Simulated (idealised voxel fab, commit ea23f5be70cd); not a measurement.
Proc. module: voxel gate over fins
Cross-section cut spans 225 nm and uses square cells 5 nm in size.
Notation: cross-section as square-cell grid; stated in bands, top first, going down; one or more cell rows per band. Each band's line starts with the height of the band's top and of its bottom, in nm. Then come its materials from left to right, each with its width in nm. One material with "all across" fills the band from edge to edge. "empty" is empty space. It should be noted that heights are counted from 0, beneath which the wafer as supplied is of one material throughout, and that the lowest band possesses no lower boundary but continues downward, as written in "z 0 and below". The expression "30->40" gives the width at the extremes of the band, the first number at its top row of cells and the second at its bottom row, with the width changing by equal amounts from each row to the next in between. You'll sometimes find "no change occurred" written for a step, and that's the way of saying that nowhere in the cross-section did a cell change during that step. If an empty space has no open way to the top and is at least 8 cells in size, "Fully sealed voids" lists it, written width x height at distance, where distance is measured from the left edge and every value is in nm. Text after the settings on a step's line: the simulator's own remark on that step. The line of a step may include "overlay nm". On a step with a mask, this value is how far to the right of its planned place the mask lay. A negative value means the mask lay to the left.

Below is the list of planned process steps:
1: RECEIVE, material Si
2: CONFORMAL_DEP, material SiN, thk nm 5
3: DIRECTIONAL_DEP, material aC, thk nm 15
4: PATTERN, tone cover, mask id FINS, material resist, width nm 15, pitch nm 40, thk nm 35, overlay nm 0
5: DIRECTIONAL_ETCH, etch materials aC, depth nm 15
6: STRIP, etch materials resist
7: DIRECTIONAL_ETCH, etch materials SiN, depth nm 5
8: DIRECTIONAL_ETCH, etch materials Si, depth nm 35
9: STRIP, etch materials aC
10: OXIDIZE, depth nm 5
11: FILL_DEP, material SiO2, thk nm 15
12: CMP, height nm 5
13: SELECTIVE_ETCH, etch materials SiO2, depth nm 15
14: STRIP, etch materials SiN
15: CONFORMAL_DEP, material HfO2, thk nm 5
16: CONFORMAL_DEP, material TiN, thk nm 5
17: CONFORMAL_DEP, material TiAl, thk nm 5
18: CONFORMAL_DEP, material TiN, thk nm 5
19: FILL_DEP, material W, thk nm 10
20: CMP, height nm 25
21: CONFORMAL_DEP, material SiCN, thk nm 5

The first of two wafers, run as planned:

As received (post step 1): cross-section:
> z 0 and below = Si all across
> Fully sealed voids: none

You're looking at a cross-section of the wafer after step 2:
> z 5 to 0 = SiN all across
> Heights below 0 show no change.

You're looking at a cross-section of the wafer after step 3:
> z 20 to 5 = aC all across
> Heights below 5 show no change.

You're looking at a cross-section of the wafer after step 4:
> z 55 to 20 = 45 of empty | 15 of resist | 25 of empty | 15 of resist | 25 of empty | 15 of resist | 25 of empty | 15 of resist | 45 of empty
> Heights below 20 show no change.

You're looking at a cross-section of the wafer after step 5:
> z 40 to 20 = 45 of empty | 15 of resist | 25 of empty | 15 of resist | 25 of empty | 15 of resist | 25 of empty | 15 of resist | 45 of empty
> z 20 to 5 = 45 of empty | 15 of aC | 25 of empty | 15 of aC | 25 of empty | 15 of aC | 25 of empty | 15 of aC | 45 of empty
> Heights below 5 show no change.

You're looking at a cross-section of the wafer after step 6:
> z 20 to 5 = 45 of empty | 15 of aC | 25 of empty | 15 of aC | 25 of empty | 15 of aC | 25 of empty | 15 of aC | 45 of empty
> Heights below 5 show no change.

You're looking at a cross-section of the wafer after step 7:
> z 20 to 5 = 45 of empty | 15 of aC | 25 of empty | 15 of aC | 25 of empty | 15 of aC | 25 of empty | 15 of aC | 45 of empty
> z 5 to 0 = 45 of empty | 15 of SiN | 25 of empty | 15 of SiN | 25 of empty | 15 of SiN | 25 of empty | 15 of SiN | 45 of empty
> Heights below 0 show no change.

You're looking at a cross-section of the wafer after step 8:
> z 20 to 5 = 45 of empty | 15 of aC | 25 of empty | 15 of aC | 25 of empty | 15 of aC | 25 of empty | 15 of aC | 45 of empty
> z 5 to 0 = 45 of empty | 15 of SiN | 25 of empty | 15 of SiN | 25 of empty | 15 of SiN | 25 of empty | 15 of SiN | 45 of empty
> z 0 to -35 = 45 of empty | 15 of Si | 25 of empty | 15 of Si | 25 of empty | 15 of Si | 25 of empty | 15 of Si | 45 of empty
> Heights below -35 show no change.

You're looking at a cross-section of the wafer after step 9:
> z 5 to 0 = 45 of empty | 15 of SiN | 25 of empty | 15 of SiN | 25 of empty | 15 of SiN | 25 of empty | 15 of SiN | 45 of empty
> Heights below 0 show no change.

You're looking at a cross-section of the wafer after step 10:
> z 5 to 0 = 45 of empty | 15 of SiN | 25 of empty | 15 of SiN | 25 of empty | 15 of SiN | 25 of empty | 15 of SiN | 45 of empty
> z 0 to -35 = 45 of empty | 5 of SiO2 | 5 of Si | 5 of SiO2 | 25 of empty | 5 of SiO2 | 5 of Si | 5 of SiO2 | 25 of empty | 5 of SiO2 | 5 of Si | 5 of SiO2 | 25 of empty | 5 of SiO2 | 5 of Si | 5 of SiO2 | 45 of empty
> z -35 to -40 = 50 of SiO2 | 5 of Si | 35 of SiO2 | 5 of Si | 35 of SiO2 | 5 of Si | 35 of SiO2 | 5 of Si | 50 of SiO2
> Heights below -40 show no change.

You're looking at a cross-section of the wafer after step 11:
> z 20 to 5 = SiO2 all across
> z 5 to 0 = 45 of SiO2 | 15 of SiN | 25 of SiO2 | 15 of SiN | 25 of SiO2 | 15 of SiN | 25 of SiO2 | 15 of SiN | 45 of SiO2
> z 0 to -40 = 50 of SiO2 | 5 of Si | 35 of SiO2 | 5 of Si | 35 of SiO2 | 5 of Si | 35 of SiO2 | 5 of Si | 50 of SiO2
> Heights below -40 show no change.

You're looking at a cross-section of the wafer after step 12:
> z 5 to 0 = 45 of SiO2 | 15 of SiN | 25 of SiO2 | 15 of SiN | 25 of SiO2 | 15 of SiN | 25 of SiO2 | 15 of SiN | 45 of SiO2
> Heights below 0 show no change.

You're looking at a cross-section of the wafer after step 13:
> z 5 to 0 = 45 of empty | 15 of SiN | 25 of empty | 15 of SiN | 25 of empty | 15 of SiN | 25 of empty | 15 of SiN | 45 of empty
> z 0 to -10 = 50 of empty | 5 of Si | 35 of empty | 5 of Si | 35 of empty | 5 of Si | 35 of empty | 5 of Si | 50 of empty
> Heights below -10 show no change.

You're looking at a cross-section of the wafer after step 14:
> z 0 to -10 = 50 of empty | 5 of Si | 35 of empty | 5 of Si | 35 of empty | 5 of Si | 35 of empty | 5 of Si | 50 of empty
> Heights below -10 show no change.

You're looking at a cross-section of the wafer after step 15:
> z 5 to 0 = 45 of empty | 15 of HfO2 | 25 of empty | 15 of HfO2 | 25 of empty | 15 of HfO2 | 25 of empty | 15 of HfO2 | 45 of empty
> z 0 to -5 = 45 of empty | 5 of HfO2 | 5 of Si | 5 of HfO2 | 25 of empty | 5 of HfO2 | 5 of Si | 5 of HfO2 | 25 of empty | 5 of HfO2 | 5 of Si | 5 of HfO2 | 25 of empty | 5 of HfO2 | 5 of Si | 5 of HfO2 | 45 of empty
> z -5 to -10 = 50 of HfO2 | 5 of Si | 35 of HfO2 | 5 of Si | 35 of HfO2 | 5 of Si | 35 of HfO2 | 5 of Si | 50 of HfO2
> Heights below -10 show no change.

You're looking at a cross-section of the wafer after step 16:
> z 10 to 5 = 40 of empty | 25 of TiN | 15 of empty | 25 of TiN | 15 of empty | 25 of TiN | 15 of empty | 25 of TiN | 40 of empty
> z 5 to 0 = 40 of empty | 5 of TiN | 15 of HfO2 | 5 of TiN | 15 of empty | 5 of TiN | 15 of HfO2 | 5 of TiN | 15 of empty | 5 of TiN | 15 of HfO2 | 5 of TiN | 15 of empty | 5 of TiN | 15 of HfO2 | 5 of TiN | 40 of empty
> z 0 to -5 = 45 of TiN | 5 of HfO2 | 5 of Si | 5 of HfO2 | 25 of TiN | 5 of HfO2 | 5 of Si | 5 of HfO2 | 25 of TiN | 5 of HfO2 | 5 of Si | 5 of HfO2 | 25 of TiN | 5 of HfO2 | 5 of Si | 5 of HfO2 | 45 of TiN
> Heights below -5 show no change.

You're looking at a cross-section of the wafer after step 17:
> z 15 to 10 = 35 of empty | 35 of TiAl | 5 of empty | 35 of TiAl | 5 of empty | 35 of TiAl | 5 of empty | 35 of TiAl | 35 of empty
> z 10 to 5 = 35 of empty | 5 of TiAl | 25 of TiN | 5 of TiAl | 5 of empty | 5 of TiAl | 25 of TiN | 5 of TiAl | 5 of empty | 5 of TiAl | 25 of TiN | 5 of TiAl | 5 of empty | 5 of TiAl | 25 of TiN | 5 of TiAl | 35 of empty
> z 5 to 0 = 40 of TiAl | 5 of TiN | 15 of HfO2 | 5 of TiN | 15 of TiAl | 5 of TiN | 15 of HfO2 | 5 of TiN | 15 of TiAl | 5 of TiN | 15 of HfO2 | 5 of TiN | 15 of TiAl | 5 of TiN | 15 of HfO2 | 5 of TiN | 40 of TiAl
> Heights below 0 show no change.

You're looking at a cross-section of the wafer after step 18:
> z 20 to 15 = 30 of empty | 165 of TiN | 30 of empty
> z 15 to 10 = 30 of empty | 5 of TiN | 35 of TiAl | 5 of TiN | 35 of TiAl | 5 of TiN | 35 of TiAl | 5 of TiN | 35 of TiAl | 5 of TiN | 30 of empty
> z 10 to 5 = 35 of TiN | 5 of TiAl | 25 of TiN | 5 of TiAl | 5 of TiN | 5 of TiAl | 25 of TiN | 5 of TiAl | 5 of TiN | 5 of TiAl | 25 of TiN | 5 of TiAl | 5 of TiN | 5 of TiAl | 25 of TiN | 5 of TiAl | 35 of TiN
> Heights below 5 show no change.

You're looking at a cross-section of the wafer after step 19:
> z 30 to 20 = W all across
> z 20 to 15 = 30 of W | 165 of TiN | 30 of W
> z 15 to 10 = 30 of W | 5 of TiN | 35 of TiAl | 5 of TiN | 35 of TiAl | 5 of TiN | 35 of TiAl | 5 of TiN | 35 of TiAl | 5 of TiN | 30 of W
> Heights below 10 show no change.

You're looking at a cross-section of the wafer after step 20:
> z 25 to 20 = W all across
> Heights below 20 show no change.

You're looking at a cross-section of the wafer after step 21:
> z 30 to 25 = SiCN all across
> Heights below 25 show no change.

Now the other wafer: same start, same recipe, but we messed up one thing when running it. Up to and including step 15 it's the same as the first one:

The second wafer cut through, at the time step 16 was supposed to be finished:
> z 10 to 5 = 40 of empty | 25 of TiAl | 15 of empty | 25 of TiAl | 15 of empty | 25 of TiAl | 15 of empty | 25 of TiAl | 40 of empty
> z 5 to 0 = 40 of empty | 5 of TiAl | 15 of HfO2 | 5 of TiAl | 15 of empty | 5 of TiAl | 15 of HfO2 | 5 of TiAl | 15 of empty | 5 of TiAl | 15 of HfO2 | 5 of TiAl | 15 of empty | 5 of TiAl | 15 of HfO2 | 5 of TiAl | 40 of empty
> z 0 to -5 = 45 of TiAl | 5 of HfO2 | 5 of Si | 5 of HfO2 | 25 of TiAl | 5 of HfO2 | 5 of Si | 5 of HfO2 | 25 of TiAl | 5 of HfO2 | 5 of Si | 5 of HfO2 | 25 of TiAl | 5 of HfO2 | 5 of Si | 5 of HfO2 | 45 of TiAl
> Heights below -5 show no change.

The second wafer cut through, at the time step 17 was supposed to be finished:
> z 15 to 10 = 35 of empty | 35 of TiN | 5 of empty | 35 of TiN | 5 of empty | 35 of TiN | 5 of empty | 35 of TiN | 35 of empty
> z 10 to 5 = 35 of empty | 5 of TiN | 25 of TiAl | 5 of TiN | 5 of empty | 5 of TiN | 25 of TiAl | 5 of TiN | 5 of empty | 5 of TiN | 25 of TiAl | 5 of TiN | 5 of empty | 5 of TiN | 25 of TiAl | 5 of TiN | 35 of empty
> z 5 to 0 = 40 of TiN | 5 of TiAl | 15 of HfO2 | 5 of TiAl | 15 of TiN | 5 of TiAl | 15 of HfO2 | 5 of TiAl | 15 of TiN | 5 of TiAl | 15 of HfO2 | 5 of TiAl | 15 of TiN | 5 of TiAl | 15 of HfO2 | 5 of TiAl | 40 of TiN
> Heights below 0 show no change.

The second wafer cut through, at the time step 18 was supposed to be finished:
> z 20 to 10 = 30 of empty | 165 of TiN | 30 of empty
> z 10 to 5 = 40 of TiN | 25 of TiAl | 15 of TiN | 25 of TiAl | 15 of TiN | 25 of TiAl | 15 of TiN | 25 of TiAl | 40 of TiN
> Heights below 5 show no change.

The second wafer cut through, at the time step 19 was supposed to be finished:
> z 30 to 20 = W all across
> z 20 to 10 = 30 of W | 165 of TiN | 30 of W
> Heights below 10 show no change.

The second wafer cut through, at the time step 20 was supposed to be finished:
> z 25 to 20 = W all across
> Heights below 20 show no change.

The second wafer cut through, at the time step 21 was supposed to be finished:
> z 30 to 25 = SiCN all across
> Heights below 25 show no change.
Deviation from plan: steps 16 and 17 got flipped, so each one ran where the other should have
Comparing end states, the material composition by cell count is preserved from the first wafer to the second, while the locations of the cells are not.
